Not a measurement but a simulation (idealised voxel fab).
Documented hereafter: the process module known as voxel double patterning.
Square cells of 5 nm make up the cross-section cut, whose width is 160 nm.
A cross-section is written here as square cells arranged in a grid, and it is given in bands from the top down, each band taking up one or more rows of cells.
Within each band entry, the heights of the top and of the bottom of the band appear first, in that order and in nm; the materials of the band then follow from left to right, each with its corresponding width in nm. The designation "edge to edge" on a single material indicates that it fills the band from edge to edge; the designation "blank" indicates empty space.
Height 0 is the level under which the wafer as received is all one material. The lowest band goes on downwards, as in "0..down".
Width "30->40": first value at the band's top row of cells, second value at its bottom row, equal change from row to row.
Where a step carries "all unchanged", the cross-section came out of it unchanged, cell for cell.
Empty spaces counting at least 8 cells and having no open way to the top are listed in "Enclosed voids". The notation width x height at distance is used for each, the distance being from the left edge and all three values in nm.
Note: text after step settings on the step line = simulator remark on that step.
The optional step-line setting "overlay nm" applies to steps with a mask and quantifies how far to the right of its planned location the mask lay, a negative value indicating leftward placement.

The following list gives the planned process steps
step 1: op RECEIVE | material Si
step 2: op CONFORMAL_DEP | material SiO2 | thk nm 10
step 3: op DIRECTIONAL_DEP | material W | thk nm 20
step 4: op DIRECTIONAL_DEP | material SiCN | thk nm 5
step 5: op MASKED_ETCH | tone open | mask id FIRST | width nm 15 | pitch nm 50 | etch materials SiCN | depth nm 5 | overlay nm 0
step 6: op MASKED_ETCH | tone open | mask id SECOND | width nm 15 | pitch nm 50 | etch materials SiCN | depth nm 5 | overlay nm 0
step 7: op DIRECTIONAL_ETCH | etch materials W | depth nm 20
step 8: op STRIP | etch materials SiCN

First wafer, as planned

Cross-section: wafer on arrival = after step 1
	0..down: Si edge to edge
	Enclosed voids: none

How the wafer stands in section after step 2
	10..0: SiO2 edge to edge
	Anything lower than 0 is untouched.

How the wafer stands in section after step 3
	30..10: W edge to edge
	Anything lower than 10 is untouched.

How the wafer stands in section after step 4
	35..30: SiCN edge to edge
	Anything lower than 30 is untouched.

How the wafer stands in section after step 5
	35..30: SiCN 20 nm / blank 15 nm / SiCN 35 nm / blank 15 nm / SiCN 35 nm / blank 15 nm / SiCN 25 nm
	Anything lower than 30 is untouched.

How the wafer stands in section after step 6
	35..30: SiCN 20 nm / blank 15 nm / SiCN 10 nm / blank 15 nm / SiCN 10 nm / blank 15 nm / SiCN 10 nm / blank 15 nm / SiCN 10 nm / blank 15 nm / SiCN 25 nm
	Anything lower than 30 is untouched.

How the wafer stands in section after step 7
	35..30: SiCN 20 nm / blank 15 nm / SiCN 10 nm / blank 15 nm / SiCN 10 nm / blank 15 nm / SiCN 10 nm / blank 15 nm / SiCN 10 nm / blank 15 nm / SiCN 25 nm
	30..10: W 20 nm / blank 15 nm / W 10 nm / blank 15 nm / W 10 nm / blank 15 nm / W 10 nm / blank 15 nm / W 10 nm / blank 15 nm / W 25 nm
	Anything lower than 10 is untouched.

How the wafer stands in section after step 8
	30..10: W 20 nm / blank 15 nm / W 10 nm / blank 15 nm / W 10 nm / blank 15 nm / W 10 nm / blank 15 nm / W 10 nm / blank 15 nm / W 25 nm
	Anything lower than 10 is untouched.

For the second wafer, take the first wafer's start and plan, then add one mistake made in running it; everything through step 2, that step included, is shared with the first

Look at the second wafer in cross-section at the time step 3 ought to have finished
	30..0: SiO2 edge to edge
	Anything lower than 0 is untouched.

Look at the second wafer in cross-section at the time step 4 ought to have finished
	35..30: SiCN edge to edge
	Anything lower than 30 is untouched.

Look at the second wafer in cross-section at the time step 5 ought to have finished
	35..30: SiCN 20 nm / blank 15 nm / SiCN 35 nm / blank 15 nm / SiCN 35 nm / blank 15 nm / SiCN 25 nm
	Anything lower than 30 is untouched.

Look at the second wafer in cross-section at the time step 6 ought to have finished
	35..30: SiCN 20 nm / blank 15 nm / SiCN 10 nm / blank 15 nm / SiCN 10 nm / blank 15 nm / SiCN 10 nm / blank 15 nm / SiCN 10 nm / blank 15 nm / SiCN 25 nm
	Anything lower than 30 is untouched.

Look at the second wafer in cross-section at the time step 7 ought to have finished: all unchanged

Look at the second wafer in cross-section at the time step 8 ought to have finished
	30..0: SiO2 edge to edge
	Anything lower than 0 is untouched.
Finding, execution versus plan: not per plan at step 3, really ran op DIRECTIONAL_DEP | material SiO2 | thk nm 20
The final cell counts differ between the wafers, with the second having more or fewer of some materials than the first: SiO2 +128 | W -68
